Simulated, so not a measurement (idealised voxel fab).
process module | voxel gate over fins
cross-section cut | 280 nm wide | cells 5 nm
A cross-section is a grid of square cells, given in bands from the top down. A band is one or more rows of cells.
Each band's line starts with the height of the band's top and of its bottom, in nm. Then come its materials from left to right, each with its width in nm. One material with "throughout" fills the band from edge to edge. "air" is empty space.
Height 0 is the level under which the wafer as received is all one material. The lowest band goes on downwards, as in "0 down".
A width such as "30 to 40" changes by the same amount from each row of cells to the next, from the band's top row to its bottom row.
"no change" after a step means that no cell of the cross-section changed.
closed voids: empty space of 8 cells or more with no open way to the top, each as width x height at its distance from the left edge, in nm
after a step's settings: what the simulator itself notes on the step
overlay nm, on a step with a mask: how far to the right of its planned place the mask lay; to the left if negative
plan
1 op RECEIVE | material Si
2 op CONFORMAL_DEP | material SiN | thk nm 10
3 op DIRECTIONAL_DEP | material aC | thk nm 10
4 op PATTERN | tone cover | mask id FINS | material resist | width nm 15 | pitch nm 60 | thk nm 30 | overlay nm 0
5 op DIRECTIONAL_ETCH | etch materials aC | depth nm 10
6 op STRIP | etch materials resist
7 op DIRECTIONAL_ETCH | etch materials SiN | depth nm 10
8 op DIRECTIONAL_ETCH | etch materials Si | depth nm 35
9 op STRIP | etch materials aC
10 op FILL_DEP | material SiO2 | thk nm 15
11 op CMP | height nm 10
12 op DIRECTIONAL_DEP | material aC | thk nm 10
13 op PATTERN | tone open | mask id RAIL | material resist | width nm 15 | thk nm 25 | overlay nm 0
14 op DIRECTIONAL_ETCH | etch materials aC | depth nm 10
15 op STRIP | etch materials resist
16 op DIRECTIONAL_ETCH | etch materials SiO2 | depth nm 40
17 op STRIP | etch materials aC
18 op CONFORMAL_DEP | material TiN | thk nm 5
19 op FILL_DEP | material W | thk nm 5
20 op CMP | height nm 10
21 op SELECTIVE_ETCH | etch materials W Ru TiN | depth nm 30
22 op FILL_DEP | material SiO2 | thk nm 5
23 op CMP | height nm 10
24 op SELECTIVE_ETCH | etch materials SiO2 | depth nm 25
25 op STRIP | etch materials SiN
26 op CONFORMAL_DEP | material HfO2 | thk nm 5
27 op CONFORMAL_DEP | material TiN | thk nm 5
28 op CONFORMAL_DEP | material TiAl | thk nm 5
29 op CONFORMAL_DEP | material TiN | thk nm 5
30 op FILL_DEP | material W | thk nm 10
31 op CMP | height nm 25
32 op CONFORMAL_DEP | material SiCN | thk nm 10
first wafer, as planned
as received, after step 1
  0 down: Si throughout
  closed voids: none
after step 2
  10 to 0: SiN throughout
  below 0: unchanged
after step 3
  20 to 10: aC throughout
  below 10: unchanged
after step 4
  50 to 20: air 40 | resist 15 | air 45 | resist 15 | air 45 | resist 15 | air 45 | resist 15 | air 45
  below 20: unchanged
after step 5
  40 to 20: air 40 | resist 15 | air 45 | resist 15 | air 45 | resist 15 | air 45 | resist 15 | air 45
  20 to 10: air 40 | aC 15 | air 45 | aC 15 | air 45 | aC 15 | air 45 | aC 15 | air 45
  below 10: unchanged
after step 6
  20 to 10: air 40 | aC 15 | air 45 | aC 15 | air 45 | aC 15 | air 45 | aC 15 | air 45
  below 10: unchanged
after step 7
  20 to 10: air 40 | aC 15 | air 45 | aC 15 | air 45 | aC 15 | air 45 | aC 15 | air 45
  10 to 0: air 40 | SiN 15 | air 45 | SiN 15 | air 45 | SiN 15 | air 45 | SiN 15 | air 45
  below 0: unchanged
after step 8
  20 to 10: air 40 | aC 15 | air 45 | aC 15 | air 45 | aC 15 | air 45 | aC 15 | air 45
  10 to 0: air 40 | SiN 15 | air 45 | SiN 15 | air 45 | SiN 15 | air 45 | SiN 15 | air 45
  0 to -35: air 40 | Si 15 | air 45 | Si 15 | air 45 | Si 15 | air 45 | Si 15 | air 45
  below -35: unchanged
after step 9
  10 to 0: air 40 | SiN 15 | air 45 | SiN 15 | air 45 | SiN 15 | air 45 | SiN 15 | air 45
  below 0: unchanged
after step 10
  25 to 10: SiO2 throughout
  10 to 0: SiO2 40 | SiN 15 | SiO2 45 | SiN 15 | SiO2 45 | SiN 15 | SiO2 45 | SiN 15 | SiO2 45
  0 to -35: SiO2 40 | Si 15 | SiO2 45 | Si 15 | SiO2 45 | Si 15 | SiO2 45 | Si 15 | SiO2 45
  below -35: unchanged
after step 11
  10 to 0: SiO2 40 | SiN 15 | SiO2 45 | SiN 15 | SiO2 45 | SiN 15 | SiO2 45 | SiN 15 | SiO2 45
  below 0: unchanged
after step 12
  20 to 10: aC throughout
  below 10: unchanged
after step 13
  45 to 20: resist 70 | air 15 | resist 195
  below 20: unchanged
after step 14
  35 to 20: resist 70 | air 15 | resist 195
  20 to 10: aC 70 | air 15 | aC 195
  below 10: unchanged
after step 15
  20 to 10: aC 70 | air 15 | aC 195
  below 10: unchanged
after step 16
  20 to 10: aC 70 | air 15 | aC 195
  10 to 0: SiO2 40 | SiN 15 | SiO2 15 | air 15 | SiO2 15 | SiN 15 | SiO2 45 | SiN 15 | SiO2 45 | SiN 15 | SiO2 45
  0 to -30: SiO2 40 | Si 15 | SiO2 15 | air 15 | SiO2 15 | Si 15 | SiO2 45 | Si 15 | SiO2 45 | Si 15 | SiO2 45
  below -30: unchanged
after step 17
  10 to 0: SiO2 40 | SiN 15 | SiO2 15 | air 15 | SiO2 15 | SiN 15 | SiO2 45 | SiN 15 | SiO2 45 | SiN 15 | SiO2 45
  below 0: unchanged
after step 18
  15 to 10: TiN 75 | air 5 | TiN 200
  10 to 0: SiO2 40 | SiN 15 | SiO2 15 | TiN 5 | air 5 | TiN 5 | SiO2 15 | SiN 15 | SiO2 45 | SiN 15 | SiO2 45 | SiN 15 | SiO2 45
  0 to -25: SiO2 40 | Si 15 | SiO2 15 | TiN 5 | air 5 | TiN 5 | SiO2 15 | Si 15 | SiO2 45 | Si 15 | SiO2 45 | Si 15 | SiO2 45
  -25 to -30: SiO2 40 | Si 15 | SiO2 15 | TiN 15 | SiO2 15 | Si 15 | SiO2 45 | Si 15 | SiO2 45 | Si 15 | SiO2 45
  below -30: unchanged
after step 19
  20 to 15: W throughout
  15 to 10: TiN 75 | W 5 | TiN 200
  10 to 0: SiO2 40 | SiN 15 | SiO2 15 | TiN 5 | W 5 | TiN 5 | SiO2 15 | SiN 15 | SiO2 45 | SiN 15 | SiO2 45 | SiN 15 | SiO2 45
  0 to -25: SiO2 40 | Si 15 | SiO2 15 | TiN 5 | W 5 | TiN 5 | SiO2 15 | Si 15 | SiO2 45 | Si 15 | SiO2 45 | Si 15 | SiO2 45
  below -25: unchanged
after step 20
  10 to 0: SiO2 40 | SiN 15 | SiO2 15 | TiN 5 | W 5 | TiN 5 | SiO2 15 | SiN 15 | SiO2 45 | SiN 15 | SiO2 45 | SiN 15 | SiO2 45
  below 0: unchanged
after step 21
  10 to 0: SiO2 40 | SiN 15 | SiO2 15 | air 15 | SiO2 15 | SiN 15 | SiO2 45 | SiN 15 | SiO2 45 | SiN 15 | SiO2 45
  0 to -20: SiO2 40 | Si 15 | SiO2 15 | air 15 | SiO2 15 | Si 15 | SiO2 45 | Si 15 | SiO2 45 | Si 15 | SiO2 45
  below -20: unchanged
after step 22
  15 to 10: SiO2 throughout
  10 to 0: SiO2 40 | SiN 15 | SiO2 45 | SiN 15 | SiO2 45 | SiN 15 | SiO2 45 | SiN 15 | SiO2 45
  0 to -20: SiO2 40 | Si 15 | SiO2 45 | Si 15 | SiO2 45 | Si 15 | SiO2 45 | Si 15 | SiO2 45
  below -20: unchanged
after step 23
  10 to 0: SiO2 40 | SiN 15 | SiO2 45 | SiN 15 | SiO2 45 | SiN 15 | SiO2 45 | SiN 15 | SiO2 45
  below 0: unchanged
after step 24
  10 to 0: air 40 | SiN 15 | air 45 | SiN 15 | air 45 | SiN 15 | air 45 | SiN 15 | air 45
  0 to -15: air 40 | Si 15 | air 45 | Si 15 | air 45 | Si 15 | air 45 | Si 15 | air 45
  below -15: unchanged
after step 25
  0 to -15: air 40 | Si 15 | air 45 | Si 15 | air 45 | Si 15 | air 45 | Si 15 | air 45
  below -15: unchanged
after step 26
  5 to 0: air 35 | HfO2 25 | air 35 | HfO2 25 | air 35 | HfO2 25 | air 35 | HfO2 25 | air 40
  0 to -10: air 35 | HfO2 5 | Si 15 | HfO2 5 | air 35 | HfO2 5 | Si 15 | HfO2 5 | air 35 | HfO2 5 | Si 15 | HfO2 5 | air 35 | HfO2 5 | Si 15 | HfO2 5 | air 40
  -10 to -15: HfO2 40 | Si 15 | HfO2 45 | Si 15 | HfO2 45 | Si 15 | HfO2 45 | Si 15 | HfO2 45
  below -15: unchanged
after step 27
  10 to 5: air 30 | TiN 35 | air 25 | TiN 35 | air 25 | TiN 35 | air 25 | TiN 35 | air 35
  5 to 0: air 30 | TiN 5 | HfO2 25 | TiN 5 | air 25 | TiN 5 | HfO2 25 | TiN 5 | air 25 | TiN 5 | HfO2 25 | TiN 5 | air 25 | TiN 5 | HfO2 25 | TiN 5 | air 35
  0 to -5: air 30 | TiN 5 | HfO2 5 | Si 15 | HfO2 5 | TiN 5 | air 25 | TiN 5 | HfO2 5 | Si 15 | HfO2 5 | TiN 5 | air 25 | TiN 5 | HfO2 5 | Si 15 | HfO2 5 | TiN 5 | air 25 | TiN 5 | HfO2 5 | Si 15 | HfO2 5 | TiN 5 | air 35
  -5 to -10: TiN 35 | HfO2 5 | Si 15 | HfO2 5 | TiN 35 | HfO2 5 | Si 15 | HfO2 5 | TiN 35 | HfO2 5 | Si 15 | HfO2 5 | TiN 35 | HfO2 5 | Si 15 | HfO2 5 | TiN 40
  below -10: unchanged
after step 28
  15 to 10: air 25 | TiAl 45 | air 15 | TiAl 45 | air 15 | TiAl 45 | air 15 | TiAl 45 | air 30
  10 to 5: air 25 | TiAl 5 | TiN 35 | TiAl 5 | air 15 | TiAl 5 | TiN 35 | TiAl 5 | air 15 | TiAl 5 | TiN 35 | TiAl 5 | air 15 | TiAl 5 | TiN 35 | TiAl 5 | air 30
  5 to 0: air 25 | TiAl 5 | TiN 5 | HfO2 25 | TiN 5 | TiAl 5 | air 15 | TiAl 5 | TiN 5 | HfO2 25 | TiN 5 | TiAl 5 | air 15 | TiAl 5 | TiN 5 | HfO2 25 | TiN 5 | TiAl 5 | air 15 | TiAl 5 | TiN 5 | HfO2 25 | TiN 5 | TiAl 5 | air 30
  0 to -5: TiAl 30 | TiN 5 | HfO2 5 | Si 15 | HfO2 5 | TiN 5 | TiAl 25 | TiN 5 | HfO2 5 | Si 15 | HfO2 5 | TiN 5 | TiAl 25 | TiN 5 | HfO2 5 | Si 15 | HfO2 5 | TiN 5 | TiAl 25 | TiN 5 | HfO2 5 | Si 15 | HfO2 5 | TiN 5 | TiAl 35
  below -5: unchanged
after step 29
  20 to 15: air 20 | TiN 55 | air 5 | TiN 55 | air 5 | TiN 55 | air 5 | TiN 55 | air 25
  15 to 10: air 20 | TiN 5 | TiAl 45 | TiN 5 | air 5 | TiN 5 | TiAl 45 | TiN 5 | air 5 | TiN 5 | TiAl 45 | TiN 5 | air 5 | TiN 5 | TiAl 45 | TiN 5 | air 25
  10 to 5: air 20 | TiN 5 | TiAl 5 | TiN 35 | TiAl 5 | TiN 5 | air 5 | TiN 5 | TiAl 5 | TiN 35 | TiAl 5 | TiN 5 | air 5 | TiN 5 | TiAl 5 | TiN 35 | TiAl 5 | TiN 5 | air 5 | TiN 5 | TiAl 5 | TiN 35 | TiAl 5 | TiN 5 | air 25
  5 to 0: TiN 25 | TiAl 5 | TiN 5 | HfO2 25 | TiN 5 | TiAl 5 | TiN 15 | TiAl 5 | TiN 5 | HfO2 25 | TiN 5 | TiAl 5 | TiN 15 | TiAl 5 | TiN 5 | HfO2 25 | TiN 5 | TiAl 5 | TiN 15 | TiAl 5 | TiN 5 | HfO2 25 | TiN 5 | TiAl 5 | TiN 30
  below 0: unchanged
after step 30
  30 to 20: W throughout
  20 to 15: W 20 | TiN 55 | W 5 | TiN 55 | W 5 | TiN 55 | W 5 | TiN 55 | W 25
  15 to 10: W 20 | TiN 5 | TiAl 45 | TiN 5 | W 5 | TiN 5 | TiAl 45 | TiN 5 | W 5 | TiN 5 | TiAl 45 | TiN 5 | W 5 | TiN 5 | TiAl 45 | TiN 5 | W 25
  10 to 5: W 20 | TiN 5 | TiAl 5 | TiN 35 | TiAl 5 | TiN 5 | W 5 | TiN 5 | TiAl 5 | TiN 35 | TiAl 5 | TiN 5 | W 5 | TiN 5 | TiAl 5 | TiN 35 | TiAl 5 | TiN 5 | W 5 | TiN 5 | TiAl 5 | TiN 35 | TiAl 5 | TiN 5 | W 25
  below 5: unchanged
after step 31
  25 to 20: W throughout
  below 20: unchanged
after step 32
  35 to 25: SiCN throughout
  below 25: unchanged
second wafer: like start, like plan, one mistake. Through step 27 it matches the first wafer
when step 28 should have ended: no change
when step 29 should have ended
  15 to 5: air 25 | TiN 45 | air 15 | TiN 45 | air 15 | TiN 45 | air 15 | TiN 45 | air 30
  5 to 0: air 25 | TiN 10 | HfO2 25 | TiN 10 | air 15 | TiN 10 | HfO2 25 | TiN 10 | air 15 | TiN 10 | HfO2 25 | TiN 10 | air 15 | TiN 10 | HfO2 25 | TiN 10 | air 30
  0 to -10: TiN 35 | HfO2 5 | Si 15 | HfO2 5 | TiN 35 | HfO2 5 | Si 15 | HfO2 5 | TiN 35 | HfO2 5 | Si 15 | HfO2 5 | TiN 35 | HfO2 5 | Si 15 | HfO2 5 | TiN 40
  below -10: unchanged
when step 30 should have ended
  25 to 15: W throughout
  15 to 5: W 25 | TiN 45 | W 15 | TiN 45 | W 15 | TiN 45 | W 15 | TiN 45 | W 30
  5 to 0: W 25 | TiN 10 | HfO2 25 | TiN 10 | W 15 | TiN 10 | HfO2 25 | TiN 10 | W 15 | TiN 10 | HfO2 25 | TiN 10 | W 15 | TiN 10 | HfO2 25 | TiN 10 | W 30
  below 0: unchanged
when step 31 should have ended: no change
when step 32 should have ended
  35 to 25: SiCN throughout
  below 25: unchanged
what went wrong: step 28 was left out
at the end the second wafer has, in cells: 80 fewer of TiAl | 80 more of W
